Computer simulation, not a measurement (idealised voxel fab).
voxel gate over fins: a process module
The cross-section shown here is cut; it is 225 nm wide and divided into square cells measuring 5 nm on a side.
Cross-sections here: square-cell grids, written as top-down lists of bands, a band being one or more rows of cells. Top height, bottom height, nm. Materials left to right, width each, nm. Single material + "throughout" = fills band edge to edge. "blank" = empty. Heights are reckoned from 0. Under this level, the received wafer is all of one material. The bottommost band is open-ended downward, for example "0..down". A two-number width, for instance "30 to 40", indicates that the width is equal to the first number in the top row of the band and to the second number in the bottom row, and that it changes by a constant amount per row of cells. Key: "no modifications" - step with no changed cell in the cross-section. For the entry "Fully sealed voids", the listed items are empty spaces with no open way to the top whose size is 8 cells or more; each item follows the pattern width x height at distance, where distance is from the left edge and all three are in nm. Where a step's line continues beyond its settings, the continuation is a remark by the simulator itself on that step. overlay nm: for a step with a mask, the amount by which the mask lay right of where it was planned; a negative amount means left of it.
LISTED BELOW ARE THE PROCESS STEPS AS PLANNED
1. op RECEIVE | material Si
2. op CONFORMAL_DEP | material SiN | thk nm 5
3. op PATTERN | tone cover | mask id FINS | material resist | width nm 15 | pitch nm 45 | thk nm 15 | overlay nm 0
4. op DIRECTIONAL_ETCH | etch materials SiN | depth nm 5
5. op DIRECTIONAL_ETCH | etch materials Si | depth nm 30
6. op STRIP | etch materials resist
7. op OXIDIZE | depth nm 5
8. op FILL_DEP | material SiO2 | thk nm 10
9. op CMP | height nm 5
10. op SELECTIVE_ETCH | etch materials SiO2 | depth nm 20
11. op STRIP | etch materials SiN
12. op CONFORMAL_DEP | material HfO2 | thk nm 5
13. op CONFORMAL_DEP | material TiN | thk nm 5
14. op CONFORMAL_DEP | material TiAl | thk nm 5
15. op CONFORMAL_DEP | material TiN | thk nm 5
16. op FILL_DEP | material W | thk nm 15
17. op CMP | height nm 30
18. op CONFORMAL_DEP | material SiCN | thk nm 5
FIRST OUT OF TWO WAFERS; RUN WENT TO PLAN
CROSS-SECTION: WAFER ON ARRIVAL = AFTER STEP 1
0..down: Si throughout
Fully sealed voids: none
HOW THE WAFER STANDS IN SECTION AFTER STEP 2
5..0: SiN throughout
Everything below 0 is unchanged.
HOW THE WAFER STANDS IN SECTION AFTER STEP 3
20..5: blank (35), then resist (15), then blank (30), then resist (15), then blank (30), then resist (15), then blank (30), then resist (15), then blank (40)
Everything below 5 is unchanged.
HOW THE WAFER STANDS IN SECTION AFTER STEP 4
20..5: blank (35), then resist (15), then blank (30), then resist (15), then blank (30), then resist (15), then blank (30), then resist (15), then blank (40)
5..0: blank (35), then SiN (15), then blank (30), then SiN (15), then blank (30), then SiN (15), then blank (30), then SiN (15), then blank (40)
Everything below 0 is unchanged.
HOW THE WAFER STANDS IN SECTION AFTER STEP 5
20..5: blank (35), then resist (15), then blank (30), then resist (15), then blank (30), then resist (15), then blank (30), then resist (15), then blank (40)
5..0: blank (35), then SiN (15), then blank (30), then SiN (15), then blank (30), then SiN (15), then blank (30), then SiN (15), then blank (40)
0..-30: blank (35), then Si (15), then blank (30), then Si (15), then blank (30), then Si (15), then blank (30), then Si (15), then blank (40)
Everything below -30 is unchanged.
HOW THE WAFER STANDS IN SECTION AFTER STEP 6
5..0: blank (35), then SiN (15), then blank (30), then SiN (15), then blank (30), then SiN (15), then blank (30), then SiN (15), then blank (40)
Everything below 0 is unchanged.
HOW THE WAFER STANDS IN SECTION AFTER STEP 7
5..0: blank (35), then SiN (15), then blank (30), then SiN (15), then blank (30), then SiN (15), then blank (30), then SiN (15), then blank (40)
0..-30: blank (35), then SiO2 (5), then Si (5), then SiO2 (5), then blank (30), then SiO2 (5), then Si (5), then SiO2 (5), then blank (30), then SiO2 (5), then Si (5), then SiO2 (5), then blank (30), then SiO2 (5), then Si (5), then SiO2 (5), then blank (40)
-30..-35: SiO2 (40), then Si (5), then SiO2 (40), then Si (5), then SiO2 (40), then Si (5), then SiO2 (40), then Si (5), then SiO2 (45)
Everything below -35 is unchanged.
HOW THE WAFER STANDS IN SECTION AFTER STEP 8
15..5: SiO2 throughout
5..0: SiO2 (35), then SiN (15), then SiO2 (30), then SiN (15), then SiO2 (30), then SiN (15), then SiO2 (30), then SiN (15), then SiO2 (40)
0..-35: SiO2 (40), then Si (5), then SiO2 (40), then Si (5), then SiO2 (40), then Si (5), then SiO2 (40), then Si (5), then SiO2 (45)
Everything below -35 is unchanged.
HOW THE WAFER STANDS IN SECTION AFTER STEP 9
5..0: SiO2 (35), then SiN (15), then SiO2 (30), then SiN (15), then SiO2 (30), then SiN (15), then SiO2 (30), then SiN (15), then SiO2 (40)
Everything below 0 is unchanged.
HOW THE WAFER STANDS IN SECTION AFTER STEP 10
5..0: blank (35), then SiN (15), then blank (30), then SiN (15), then blank (30), then SiN (15), then blank (30), then SiN (15), then blank (40)
0..-15: blank (40), then Si (5), then blank (40), then Si (5), then blank (40), then Si (5), then blank (40), then Si (5), then blank (45)
Everything below -15 is unchanged.
HOW THE WAFER STANDS IN SECTION AFTER STEP 11
0..-15: blank (40), then Si (5), then blank (40), then Si (5), then blank (40), then Si (5), then blank (40), then Si (5), then blank (45)
Everything below -15 is unchanged.
HOW THE WAFER STANDS IN SECTION AFTER STEP 12
5..0: blank (35), then HfO2 (15), then blank (30), then HfO2 (15), then blank (30), then HfO2 (15), then blank (30), then HfO2 (15), then blank (40)
0..-10: blank (35), then HfO2 (5), then Si (5), then HfO2 (5), then blank (30), then HfO2 (5), then Si (5), then HfO2 (5), then blank (30), then HfO2 (5), then Si (5), then HfO2 (5), then blank (30), then HfO2 (5), then Si (5), then HfO2 (5), then blank (40)
-10..-15: HfO2 (40), then Si (5), then HfO2 (40), then Si (5), then HfO2 (40), then Si (5), then HfO2 (40), then Si (5), then HfO2 (45)
Everything below -15 is unchanged.
HOW THE WAFER STANDS IN SECTION AFTER STEP 13
10..5: blank (30), then TiN (25), then blank (20), then TiN (25), then blank (20), then TiN (25), then blank (20), then TiN (25), then blank (35)
5..0: blank (30), then TiN (5), then HfO2 (15), then TiN (5), then blank (20), then TiN (5), then HfO2 (15), then TiN (5), then blank (20), then TiN (5), then HfO2 (15), then TiN (5), then blank (20), then TiN (5), then HfO2 (15), then TiN (5), then blank (35)
0..-5: blank (30), then TiN (5), then HfO2 (5), then Si (5), then HfO2 (5), then TiN (5), then blank (20), then TiN (5), then HfO2 (5), then Si (5), then HfO2 (5), then TiN (5), then blank (20), then TiN (5), then HfO2 (5), then Si (5), then HfO2 (5), then TiN (5), then blank (20), then TiN (5), then HfO2 (5), then Si (5), then HfO2 (5), then TiN (5), then blank (35)
-5..-10: TiN (35), then HfO2 (5), then Si (5), then HfO2 (5), then TiN (30), then HfO2 (5), then Si (5), then HfO2 (5), then TiN (30), then HfO2 (5), then Si (5), then HfO2 (5), then TiN (30), then HfO2 (5), then Si (5), then HfO2 (5), then TiN (40)
Everything below -10 is unchanged.
HOW THE WAFER STANDS IN SECTION AFTER STEP 14
15..10: blank (25), then TiAl (35), then blank (10), then TiAl (35), then blank (10), then TiAl (35), then blank (10), then TiAl (35), then blank (30)
10..5: blank (25), then TiAl (5), then TiN (25), then TiAl (5), then blank (10), then TiAl (5), then TiN (25), then TiAl (5), then blank (10), then TiAl (5), then TiN (25), then TiAl (5), then blank (10), then TiAl (5), then TiN (25), then TiAl (5), then blank (30)
5..0: blank (25), then TiAl (5), then TiN (5), then HfO2 (15), then TiN (5), then TiAl (5), then blank (10), then TiAl (5), then TiN (5), then HfO2 (15), then TiN (5), then TiAl (5), then blank (10), then TiAl (5), then TiN (5), then HfO2 (15), then TiN (5), then TiAl (5), then blank (10), then TiAl (5), then TiN (5), then HfO2 (15), then TiN (5), then TiAl (5), then blank (30)
0..-5: TiAl (30), then TiN (5), then HfO2 (5), then Si (5), then HfO2 (5), then TiN (5), then TiAl (20), then TiN (5), then HfO2 (5), then Si (5), then HfO2 (5), then TiN (5), then TiAl (20), then TiN (5), then HfO2 (5), then Si (5), then HfO2 (5), then TiN (5), then TiAl (20), then TiN (5), then HfO2 (5), then Si (5), then HfO2 (5), then TiN (5), then TiAl (35)
Everything below -5 is unchanged.
HOW THE WAFER STANDS IN SECTION AFTER STEP 15
20..15: blank (20), then TiN (180), then blank (25)
15..10: blank (20), then TiN (5), then TiAl (35), then TiN (10), then TiAl (35), then TiN (10), then TiAl (35), then TiN (10), then TiAl (35), then TiN (5), then blank (25)
10..5: blank (20), then TiN (5), then TiAl (5), then TiN (25), then TiAl (5), then TiN (10), then TiAl (5), then TiN (25), then TiAl (5), then TiN (10), then TiAl (5), then TiN (25), then TiAl (5), then TiN (10), then TiAl (5), then TiN (25), then TiAl (5), then TiN (5), then blank (25)
5..0: TiN (25), then TiAl (5), then TiN (5), then HfO2 (15), then TiN (5), then TiAl (5), then TiN (10), then TiAl (5), then TiN (5), then HfO2 (15), then TiN (5), then TiAl (5), then TiN (10), then TiAl (5), then TiN (5), then HfO2 (15), then TiN (5), then TiAl (5), then TiN (10), then TiAl (5), then TiN (5), then HfO2 (15), then TiN (5), then TiAl (5), then TiN (30)
Everything below 0 is unchanged.
HOW THE WAFER STANDS IN SECTION AFTER STEP 16
35..20: W throughout
20..15: W (20), then TiN (180), then W (25)
15..10: W (20), then TiN (5), then TiAl (35), then TiN (10), then TiAl (35), then TiN (10), then TiAl (35), then TiN (10), then TiAl (35), then TiN (5), then W (25)
10..5: W (20), then TiN (5), then TiAl (5), then TiN (25), then TiAl (5), then TiN (10), then TiAl (5), then TiN (25), then TiAl (5), then TiN (10), then TiAl (5), then TiN (25), then TiAl (5), then TiN (10), then TiAl (5), then TiN (25), then TiAl (5), then TiN (5), then W (25)
Everything below 5 is unchanged.
HOW THE WAFER STANDS IN SECTION AFTER STEP 17
30..20: W throughout
Everything below 20 is unchanged.
HOW THE WAFER STANDS IN SECTION AFTER STEP 18
35..30: SiCN throughout
Everything below 30 is unchanged.
WAFER TWO: LIKE WAFER ONE IN START AND PLAN, BUT WITH ONE MISTAKE IN EXECUTION; IDENTICAL UP TO AND INCLUDING STEP 2
SECOND WAFER PROFILE IN SECTION, AT THE MOMENT STEP 3 OF THE PLAN WAS MEANT TO BE COMPLETE
20..5: blank (45), then resist (15), then blank (30), then resist (15), then blank (30), then resist (15), then blank (30), then resist (15), then blank (30)
Everything below 5 is unchanged.
SECOND WAFER PROFILE IN SECTION, AT THE MOMENT STEP 4 OF THE PLAN WAS MEANT TO BE COMPLETE
20..5: blank (45), then resist (15), then blank (30), then resist (15), then blank (30), then resist (15), then blank (30), then resist (15), then blank (30)
5..0: blank (45), then SiN (15), then blank (30), then SiN (15), then blank (30), then SiN (15), then blank (30), then SiN (15), then blank (30)
Everything below 0 is unchanged.
SECOND WAFER PROFILE IN SECTION, AT THE MOMENT STEP 5 OF THE PLAN WAS MEANT TO BE COMPLETE
20..5: blank (45), then resist (15), then blank (30), then resist (15), then blank (30), then resist (15), then blank (30), then resist (15), then blank (30)
5..0: blank (45), then SiN (15), then blank (30), then SiN (15), then blank (30), then SiN (15), then blank (30), then SiN (15), then blank (30)
0..-30: blank (45), then Si (15), then blank (30), then Si (15), then blank (30), then Si (15), then blank (30), then Si (15), then blank (30)
Everything below -30 is unchanged.
SECOND WAFER PROFILE IN SECTION, AT THE MOMENT STEP 6 OF THE PLAN WAS MEANT TO BE COMPLETE
5..0: blank (45), then SiN (15), then blank (30), then SiN (15), then blank (30), then SiN (15), then blank (30), then SiN (15), then blank (30)
Everything below 0 is unchanged.
SECOND WAFER PROFILE IN SECTION, AT THE MOMENT STEP 7 OF THE PLAN WAS MEANT TO BE COMPLETE
5..0: blank (45), then SiN (15), then blank (30), then SiN (15), then blank (30), then SiN (15), then blank (30), then SiN (15), then blank (30)
0..-30: blank (45), then SiO2 (5), then Si (5), then SiO2 (5), then blank (30), then SiO2 (5), then Si (5), then SiO2 (5), then blank (30), then SiO2 (5), then Si (5), then SiO2 (5), then blank (30), then SiO2 (5), then Si (5), then SiO2 (5), then blank (30)
-30..-35: SiO2 (50), then Si (5), then SiO2 (40), then Si (5), then SiO2 (40), then Si (5), then SiO2 (40), then Si (5), then SiO2 (35)
Everything below -35 is unchanged.
SECOND WAFER PROFILE IN SECTION, AT THE MOMENT STEP 8 OF THE PLAN WAS MEANT TO BE COMPLETE
15..5: SiO2 throughout
5..0: SiO2 (45), then SiN (15), then SiO2 (30), then SiN (15), then SiO2 (30), then SiN (15), then SiO2 (30), then SiN (15), then SiO2 (30)
0..-35: SiO2 (50), then Si (5), then SiO2 (40), then Si (5), then SiO2 (40), then Si (5), then SiO2 (40), then Si (5), then SiO2 (35)
Everything below -35 is unchanged.
SECOND WAFER PROFILE IN SECTION, AT THE MOMENT STEP 9 OF THE PLAN WAS MEANT TO BE COMPLETE
5..0: SiO2 (45), then SiN (15), then SiO2 (30), then SiN (15), then SiO2 (30), then SiN (15), then SiO2 (30), then SiN (15), then SiO2 (30)
Everything below 0 is unchanged.
SECOND WAFER PROFILE IN SECTION, AT THE MOMENT STEP 10 OF THE PLAN WAS MEANT TO BE COMPLETE
5..0: blank (45), then SiN (15), then blank (30), then SiN (15), then blank (30), then SiN (15), then blank (30), then SiN (15), then blank (30)
0..-15: blank (50), then Si (5), then blank (40), then Si (5), then blank (40), then Si (5), then blank (40), then Si (5), then blank (35)
Everything below -15 is unchanged.
SECOND WAFER PROFILE IN SECTION, AT THE MOMENT STEP 11 OF THE PLAN WAS MEANT TO BE COMPLETE
0..-15: blank (50), then Si (5), then blank (40), then Si (5), then blank (40), then Si (5), then blank (40), then Si (5), then blank (35)
Everything below -15 is unchanged.
SECOND WAFER PROFILE IN SECTION, AT THE MOMENT STEP 12 OF THE PLAN WAS MEANT TO BE COMPLETE
5..0: blank (45), then HfO2 (15), then blank (30), then HfO2 (15), then blank (30), then HfO2 (15), then blank (30), then HfO2 (15), then blank (30)
0..-10: blank (45), then HfO2 (5), then Si (5), then HfO2 (5), then blank (30), then HfO2 (5), then Si (5), then HfO2 (5), then blank (30), then HfO2 (5), then Si (5), then HfO2 (5), then blank (30), then HfO2 (5), then Si (5), then HfO2 (5), then blank (30)
-10..-15: HfO2 (50), then Si (5), then HfO2 (40), then Si (5), then HfO2 (40), then Si (5), then HfO2 (40), then Si (5), then HfO2 (35)
Everything below -15 is unchanged.
SECOND WAFER PROFILE IN SECTION, AT THE MOMENT STEP 13 OF THE PLAN WAS MEANT TO BE COMPLETE
10..5: blank (40), then TiN (25), then blank (20), then TiN (25), then blank (20), then TiN (25), then blank (20), then TiN (25), then blank (25)
5..0: blank (40), then TiN (5), then HfO2 (15), then TiN (5), then blank (20), then TiN (5), then HfO2 (15), then TiN (5), then blank (20), then TiN (5), then HfO2 (15), then TiN (5), then blank (20), then TiN (5), then HfO2 (15), then TiN (5), then blank (25)
0..-5: blank (40), then TiN (5), then HfO2 (5), then Si (5), then HfO2 (5), then TiN (5), then blank (20), then TiN (5), then HfO2 (5), then Si (5), then HfO2 (5), then TiN (5), then blank (20), then TiN (5), then HfO2 (5), then Si (5), then HfO2 (5), then TiN (5), then blank (20), then TiN (5), then HfO2 (5), then Si (5), then HfO2 (5), then TiN (5), then blank (25)
-5..-10: TiN (45), then HfO2 (5), then Si (5), then HfO2 (5), then TiN (30), then HfO2 (5), then Si (5), then HfO2 (5), then TiN (30), then HfO2 (5), then Si (5), then HfO2 (5), then TiN (30), then HfO2 (5), then Si (5), then HfO2 (5), then TiN (30)
Everything below -10 is unchanged.
SECOND WAFER PROFILE IN SECTION, AT THE MOMENT STEP 14 OF THE PLAN WAS MEANT TO BE COMPLETE
15..10: blank (35), then TiAl (35), then blank (10), then TiAl (35), then blank (10), then TiAl (35), then blank (10), then TiAl (35), then blank (20)
10..5: blank (35), then TiAl (5), then TiN (25), then TiAl (5), then blank (10), then TiAl (5), then TiN (25), then TiAl (5), then blank (10), then TiAl (5), then TiN (25), then TiAl (5), then blank (10), then TiAl (5), then TiN (25), then TiAl (5), then blank (20)
5..0: blank (35), then TiAl (5), then TiN (5), then HfO2 (15), then TiN (5), then TiAl (5), then blank (10), then TiAl (5), then TiN (5), then HfO2 (15), then TiN (5), then TiAl (5), then blank (10), then TiAl (5), then TiN (5), then HfO2 (15), then TiN (5), then TiAl (5), then blank (10), then TiAl (5), then TiN (5), then HfO2 (15), then TiN (5), then TiAl (5), then blank (20)
0..-5: TiAl (40), then TiN (5), then HfO2 (5), then Si (5), then HfO2 (5), then TiN (5), then TiAl (20), then TiN (5), then HfO2 (5), then Si (5), then HfO2 (5), then TiN (5), then TiAl (20), then TiN (5), then HfO2 (5), then Si (5), then HfO2 (5), then TiN (5), then TiAl (20), then TiN (5), then HfO2 (5), then Si (5), then HfO2 (5), then TiN (5), then TiAl (25)
Everything below -5 is unchanged.
SECOND WAFER PROFILE IN SECTION, AT THE MOMENT STEP 15 OF THE PLAN WAS MEANT TO BE COMPLETE
20..15: blank (30), then TiN (180), then blank (15)
15..10: blank (30), then TiN (5), then TiAl (35), then TiN (10), then TiAl (35), then TiN (10), then TiAl (35), then TiN (10), then TiAl (35), then TiN (5), then blank (15)
10..5: blank (30), then TiN (5), then TiAl (5), then TiN (25), then TiAl (5), then TiN (10), then TiAl (5), then TiN (25), then TiAl (5), then TiN (10), then TiAl (5), then TiN (25), then TiAl (5), then TiN (10), then TiAl (5), then TiN (25), then TiAl (5), then TiN (5), then blank (15)
5..0: TiN (35), then TiAl (5), then TiN (5), then HfO2 (15), then TiN (5), then TiAl (5), then TiN (10), then TiAl (5), then TiN (5), then HfO2 (15), then TiN (5), then TiAl (5), then TiN (10), then TiAl (5), then TiN (5), then HfO2 (15), then TiN (5), then TiAl (5), then TiN (10), then TiAl (5), then TiN (5), then HfO2 (15), then TiN (5), then TiAl (5), then TiN (20)
Everything below 0 is unchanged.
SECOND WAFER PROFILE IN SECTION, AT THE MOMENT STEP 16 OF THE PLAN WAS MEANT TO BE COMPLETE
35..20: W throughout
20..15: W (30), then TiN (180), then W (15)
15..10: W (30), then TiN (5), then TiAl (35), then TiN (10), then TiAl (35), then TiN (10), then TiAl (35), then TiN (10), then TiAl (35), then TiN (5), then W (15)
10..5: W (30), then TiN (5), then TiAl (5), then TiN (25), then TiAl (5), then TiN (10), then TiAl (5), then TiN (25), then TiAl (5), then TiN (10), then TiAl (5), then TiN (25), then TiAl (5), then TiN (10), then TiAl (5), then TiN (25), then TiAl (5), then TiN (5), then W (15)
Everything below 5 is unchanged.
SECOND WAFER PROFILE IN SECTION, AT THE MOMENT STEP 17 OF THE PLAN WAS MEANT TO BE COMPLETE
30..20: W throughout
Everything below 20 is unchanged.
SECOND WAFER PROFILE IN SECTION, AT THE MOMENT STEP 18 OF THE PLAN WAS MEANT TO BE COMPLETE
35..30: SiCN throughout
Everything below 30 is unchanged.
Misprocessing identified: step 3: run off-plan, actual operation and settings op PATTERN | tone cover | mask id FINS | material resist | width nm 15 | pitch nm 45 | thk nm 15 | overlay nm 10
At the end, the second wafer has the same number of cells of each material as the first, but those cells sit in other places.
